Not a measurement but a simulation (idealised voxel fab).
Name of the process module below: voxel tone inversion
Pictured: cross-section cut, 255 nm wide, on a grid of 5 nm square cells.
For the purposes of this document, a cross-section shall be understood as a grid of square cells, specified as bands listed in top-to-bottom order, each band consisting of one or more rows of cells. Within each band entry, the heights of the top and of the bottom of the band appear first, in that order and in nm; the materials of the band then follow from left to right, each with its corresponding width in nm. The designation "edge to edge" on a single material indicates that it fills the band from edge to edge; the designation "empty" indicates empty space. Height is counted from the level 0, under which the received wafer is composed throughout of one material. The lowest of the bands is not closed at the bottom but continues downward, in the notation "0 -> down". Width spec "30 to 40" -> top row of cells at first value, bottom row at second value, equal per-row change in between. Key: "nothing different" - step with no changed cell in the cross-section. "Tabulated closed voids" lists enclosed empty spaces (at least 8 cells, no open path upward to the top), each as width x height at distance from the left edge, in nm. On each step's line, the part that comes after the settings is the simulator's own comment on the step. For masked steps, "overlay nm" on the step line gives how far right of plan the mask actually lay; a minus sign means it lay to the left.
### List of planned process steps
1. RECEIVE | material Si
2. CONFORMAL_DEP | material SiN | thk nm 10
3. DIRECTIONAL_DEP | material polySi | thk nm 25
4. PATTERN | tone cover | mask id POSTS | material resist | width nm 25 | pitch nm 40 | thk nm 30 | overlay nm 0
5. DIRECTIONAL_ETCH | etch materials polySi | depth nm 25
6. STRIP | etch materials resist
7. FILL_DEP | material lowk | thk nm 5
8. CMP | height nm 35
9. STRIP | etch materials polySi
10. CONFORMAL_DEP | material TiN | thk nm 5
11. FILL_DEP | material Cu | thk nm 10
12. CMP | height nm 35
13. CONFORMAL_DEP | material SiCN | thk nm 5
### This is the cross-section of the wafer as we received it, i.e. after step 1
* 0 -> down: Si edge to edge
* Tabulated closed voids: none
### Cross-sectional image of the first of two wafers at the end of the module, the run having proceeded as planned
* 40 -> 35: SiCN edge to edge
* 35 -> 15: lowk 95; TiN 5; Cu 15; TiN 5; lowk 15; TiN 5; Cu 15; TiN 5; lowk 95
* 15 -> 10: lowk 95; TiN 25; lowk 15; TiN 25; lowk 95
* 10 -> 0: SiN edge to edge
* 0 -> down: Si edge to edge
* Tabulated closed voids: none
### Wafer two, end of module, cross-section. Same start, same plan as wafer one. One mistake in the run
* 55 -> 50: SiCN edge to edge
* 50 -> 40: Cu edge to edge
* 40 -> 35: TiN 100; Cu 15; TiN 25; Cu 15; TiN 100
* 35 -> 15: lowk 95; TiN 5; Cu 15; TiN 5; lowk 15; TiN 5; Cu 15; TiN 5; lowk 95
* 15 -> 10: lowk 95; TiN 25; lowk 15; TiN 25; lowk 95
* 10 -> 0: SiN edge to edge
* 0 -> down: Si edge to edge
* Tabulated closed voids: none
Plan not followed: execution of step 12 of the plan did not take place, the step having been omitted
Final tally in cells, some materials are higher or lower on the second wafer than on the first: +108 Cu | +45 TiN
